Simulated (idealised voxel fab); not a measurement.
The following is a process module called voxel ribs on slabs.
Cross-section cut spans 175 nm and uses square cells 5 nm in size.
A cross-section is written here as square cells arranged in a grid, and it is given in bands from the top down, each band taking up one or more rows of cells. This entry defines a band. It first specifies the height of the band's top and the height of its bottom in nm, and then specifies the band's materials from left to right, stating each material with its width in nm. The word "edge to edge" identifies a single material that fills the band from edge to edge, while the word "empty" identifies empty space. Height 0 is the level under which the wafer as received is all one material. The lowest band goes on downwards, as in "from 0 down". Read "30 to 40" as a graded width: first number on top, second number at the bottom, same change between each pair of neighbouring rows. Step marked "everything unchanged"? Then no cell in the cross-section changed in it. In the "Enclosed internal voids" entry, you get each enclosed empty space of 8 cells or more, one with no open way to the top, written width x height at distance, distance from the left edge, in nm. Where a step's line continues beyond its settings, the continuation is a remark by the simulator itself on that step. overlay nm: step with mask; distance mask lay right of planned place; negative value = left of planned place.
Intended process steps
- 1: RECEIVE [material Si]
- 2: DIRECTIONAL_DEP [material SiO2] [thk nm 20]
- 3: DIRECTIONAL_DEP [material SiN] [thk nm 15]
- 4: MASKED_ETCH [tone cover] [mask id RIB] [width nm 25] [etch materials SiN] [depth nm 5] [overlay nm 0]
- 5: MASKED_ETCH [tone cover] [mask id SLAB] [width nm 55] [etch materials SiN] [depth nm 10] [overlay nm 0]
- 6: FILL_DEP [material SiO2] [thk nm 15]
- 7: CMP [height nm 45]
- 8: DIRECTIONAL_DEP [material W] [thk nm 10]
- 9: PATTERN [tone cover] [mask id HEATER] [material resist] [width nm 35] [thk nm 15] [overlay nm 0]
- 10: DIRECTIONAL_ETCH [etch materials W] [depth nm 10]
- 11: STRIP [etch materials resist]
- 12: CONFORMAL_DEP [material SiN] [thk nm 10]
The first of the two wafers, which ran as planned
Wafer as received: cross-section following step 1
from 0 down | Si edge to edge
Enclosed internal voids: none
Take a look at the wafer's cross-section after step 2
from 20 to 0 | SiO2 edge to edge
No changes below 0.
Take a look at the wafer's cross-section after step 3
from 35 to 20 | SiN edge to edge
No changes below 20.
Take a look at the wafer's cross-section after step 4
from 35 to 30 | empty (75); SiN (25); empty (75)
No changes below 30.
Take a look at the wafer's cross-section after step 5
from 35 to 30 | empty (75); SiN (25); empty (75)
from 30 to 20 | empty (60); SiN (55); empty (60)
No changes below 20.
Take a look at the wafer's cross-section after step 6
from 50 to 35 | SiO2 edge to edge
from 35 to 30 | SiO2 (75); SiN (25); SiO2 (75)
from 30 to 20 | SiO2 (60); SiN (55); SiO2 (60)
No changes below 20.
Take a look at the wafer's cross-section after step 7
from 45 to 35 | SiO2 edge to edge
No changes below 35.
Take a look at the wafer's cross-section after step 8
from 55 to 45 | W edge to edge
No changes below 45.
Take a look at the wafer's cross-section after step 9
from 70 to 55 | empty (70); resist (35); empty (70)
No changes below 55.
Take a look at the wafer's cross-section after step 10
from 70 to 55 | empty (70); resist (35); empty (70)
from 55 to 45 | empty (70); W (35); empty (70)
No changes below 45.
Take a look at the wafer's cross-section after step 11
from 55 to 45 | empty (70); W (35); empty (70)
No changes below 45.
Take a look at the wafer's cross-section after step 12
from 65 to 55 | empty (60); SiN (55); empty (60)
from 55 to 45 | SiN (70); W (35); SiN (70)
No changes below 45.
Wafer two. Same start, same plan, one slip in execution. Same as wafer one through step 4, inclusive
Second wafer cross-section, taken as of the time the plan sets for step 5 to be done
from 35 to 30 | empty (75); SiN (25); empty (75)
from 30 to 20 | empty (60); SiN (60); empty (55)
No changes below 20.
Second wafer cross-section, taken as of the time the plan sets for step 6 to be done
from 50 to 35 | SiO2 edge to edge
from 35 to 30 | SiO2 (75); SiN (25); SiO2 (75)
from 30 to 20 | SiO2 (60); SiN (60); SiO2 (55)
No changes below 20.
Second wafer cross-section, taken as of the time the plan sets for step 7 to be done
from 45 to 35 | SiO2 edge to edge
No changes below 35.
Second wafer cross-section, taken as of the time the plan sets for step 8 to be done
from 55 to 45 | W edge to edge
No changes below 45.
Second wafer cross-section, taken as of the time the plan sets for step 9 to be done
from 70 to 55 | empty (70); resist (35); empty (70)
No changes below 55.
Second wafer cross-section, taken as of the time the plan sets for step 10 to be done
from 70 to 55 | empty (70); resist (35); empty (70)
from 55 to 45 | empty (70); W (35); empty (70)
No changes below 45.
Second wafer cross-section, taken as of the time the plan sets for step 11 to be done
from 55 to 45 | empty (70); W (35); empty (70)
No changes below 45.
Second wafer cross-section, taken as of the time the plan sets for step 12 to be done
from 65 to 55 | empty (60); SiN (55); empty (60)
from 55 to 45 | SiN (70); W (35); SiN (70)
No changes below 45.
Error vs. plan: step 5 was processed under conditions differing from the plan, specifically as MASKED_ETCH [tone cover] [mask id SLAB] [width nm 60] [etch materials SiN] [depth nm 10] [overlay nm 0]
Once processing is complete, comparing cell counts shows that the second wafer has more or fewer of certain materials than the first: SiN: 2 more, SiO2: 2 fewer
